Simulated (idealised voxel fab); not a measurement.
process module | voxel transistor to metal
cross-section cut | 205 nm wide | cells 5 nm
A cross-section is a grid of square cells, given in bands from the top down. A band is one or more rows of cells.
Each band's line starts with the height of the band's top and of its bottom, in nm. Then come its materials from left to right, each with its width in nm. One material with "throughout" fills the band from edge to edge. "air" is empty space.
Height 0 is the level under which the wafer as received is all one material. The lowest band goes on downwards, as in "0 down".
A width such as "30 to 40" changes by the same amount from each row of cells to the next, from the band's top row to its bottom row.
"no change" after a step means that no cell of the cross-section changed.
closed voids: empty space of 8 cells or more with no open way to the top, each as width x height at its distance from the left edge, in nm
after a step's settings: what the simulator itself notes on the step
overlay nm, on a step with a mask: how far to the right of its planned place the mask lay; to the left if negative
plan
1 op RECEIVE | material Si
2 op CONFORMAL_DEP | material SiO2 | thk nm 5
3 op CONFORMAL_DEP | material SiN | thk nm 10
4 op DIRECTIONAL_DEP | material aC | thk nm 15
5 op PATTERN | tone cover | mask id ACTIVE | material resist | width nm 110 | thk nm 35 | overlay nm 0
6 op DIRECTIONAL_ETCH | etch materials aC | depth nm 15
7 op STRIP | etch materials resist
8 op DIRECTIONAL_ETCH | etch materials SiN | depth nm 10
9 op DIRECTIONAL_ETCH | etch materials SiO2 | depth nm 5
10 op DIRECTIONAL_ETCH | etch materials Si | depth nm 35
11 op STRIP | etch materials aC
12 op OXIDIZE | depth nm 5
13 op FILL_DEP | material SiO2 | thk nm 10
14 op CMP | height nm 15
15 op SELECTIVE_ETCH | etch materials SiO2 | depth nm 10
16 op STRIP | etch materials SiN
17 op SELECTIVE_ETCH | etch materials SiO2 | depth nm 5
18 op OXIDIZE | depth nm 5
19 op DIRECTIONAL_DEP | material polySi | thk nm 25
20 op DIRECTIONAL_DEP | material SiCN | thk nm 10
21 op DIRECTIONAL_DEP | material aC | thk nm 10
22 op PATTERN | tone cover | mask id GATE | material resist | width nm 20 | thk nm 25 | overlay nm 0
23 op DIRECTIONAL_ETCH | etch materials aC | depth nm 10
24 op STRIP | etch materials resist
25 op DIRECTIONAL_ETCH | etch materials SiCN | depth nm 20
26 op DIRECTIONAL_ETCH | etch materials polySi | depth nm 35
27 op STRIP | etch materials aC
28 op CONFORMAL_DEP | material SiO2 | thk nm 5
29 op DIRECTIONAL_ETCH | etch materials SiO2 | depth nm 5
30 op CONFORMAL_DEP | material SiN | thk nm 10
31 op DIRECTIONAL_ETCH | etch materials SiN | depth nm 10
32 op DIRECTIONAL_ETCH | etch materials SiO2 | depth nm 5
33 op EPI | material pSi | thk nm 5
34 op FILL_DEP | material SiO2 | thk nm 10
35 op CMP | height nm 35
36 op DIRECTIONAL_DEP | material SiO2 | thk nm 15
37 op MASKED_ETCH | tone open | mask id CONTACT | width nm 30 | pitch nm 60 | etch materials SiO2 | depth nm 50 | overlay nm 0
38 op CONFORMAL_DEP | material TiN | thk nm 5
39 op FILL_DEP | material Ru | thk nm 5
40 op CMP | height nm 50
41 op CONFORMAL_DEP | material SiCN | thk nm 5
42 op DIRECTIONAL_DEP | material SiO2 | thk nm 15
43 op MASKED_ETCH | tone open | mask id METAL_1 | width nm 15 | pitch nm 75 | etch materials SiO2 | depth nm 15 | overlay nm 0
44 op MASKED_ETCH | tone open | mask id METAL_1 | width nm 15 | pitch nm 75 | etch materials SiCN | depth nm 5 | overlay nm 0
45 op CONFORMAL_DEP | material TiN | thk nm 5
46 op FILL_DEP | material Ru | thk nm 10
47 op CMP | height nm 70
48 op CONFORMAL_DEP | material SiCN | thk nm 5
49 op DIRECTIONAL_DEP | material SiO2 | thk nm 30
50 op PATTERN | tone open | mask id METAL_2 | material resist | width nm 15 | pitch nm 75 | thk nm 15 | overlay nm 0
51 op DIRECTIONAL_ETCH | etch materials SiO2 | depth nm 20
52 op STRIP | etch materials resist
53 op MASKED_ETCH | tone open | mask id METAL_2_HOLES | width nm 15 | pitch nm 75 | etch materials SiO2 | depth nm 10 | overlay nm 0
54 op MASKED_ETCH | tone open | mask id METAL_2_HOLES | width nm 15 | pitch nm 75 | etch materials SiCN | depth nm 5 | overlay nm 0
55 op CONFORMAL_DEP | material TiN | thk nm 5
56 op FILL_DEP | material Ru | thk nm 10
57 op CMP | height nm 105
58 op CONFORMAL_DEP | material SiCN | thk nm 5
as received, after step 1
  0 down: Si throughout
  closed voids: none
a wafer at the end: this start, this plan, one mistake
  110 to 105: SiCN throughout
  105 to 100: Ru throughout
  100 to 95: TiN 60 | Ru 5 | TiN 70 | Ru 5 | TiN 65
  95 to 90: SiO2 55 | TiN 5 | Ru 5 | TiN 5 | SiO2 60 | TiN 5 | Ru 5 | TiN 5 | SiO2 60
  90 to 85: SiO2 55 | TiN 15 | SiO2 60 | TiN 15 | SiO2 60
  85 to 75: SiO2 throughout
  75 to 70: SiCN throughout
  70 to 55: SiO2 55 | TiN 5 | Ru 5 | TiN 5 | SiO2 60 | TiN 5 | Ru 5 | TiN 5 | SiO2 60
  55 to 50: SiCN 55 | TiN 15 | SiCN 60 | TiN 15 | SiCN 60
  50 to 40: SiO2 55 | TiN 5 | Ru 20 | TiN 5 | SiO2 30 | TiN 5 | Ru 20 | TiN 5 | SiO2 60
  40 to 35: SiO2 55 | TiN 5 | Ru 10 | TiN 15 | SiO2 30 | TiN 15 | Ru 10 | TiN 5 | SiO2 60
  35 to 25: SiO2 55 | TiN 5 | Ru 10 | TiN 5 | SiN 10 | SiO2 5 | SiCN 20 | SiO2 5 | SiN 10 | TiN 5 | Ru 10 | TiN 5 | SiO2 60
  25 to 5: SiO2 55 | TiN 5 | Ru 10 | TiN 5 | SiN 10 | SiO2 5 | polySi 20 | SiO2 5 | SiN 10 | TiN 5 | Ru 10 | TiN 5 | SiO2 60
  5 to 0: SiO2 55 | TiN 20 | SiN 10 | SiO2 5 | polySi 20 | SiO2 5 | SiN 10 | TiN 20 | SiO2 60
  0 to -5: SiO2 45 | pSi 30 | SiO2 50 | pSi 30 | SiO2 50
  -5 to -40: SiO2 50 | Si 100 | SiO2 55
  -40 down: Si throughout
  closed voids: none
what went wrong: step 53 ran as: op MASKED_ETCH | tone cover | mask id METAL_2_HOLES | width nm 15 | pitch nm 75 | etch materials SiO2 | depth nm 10 | overlay nm 0
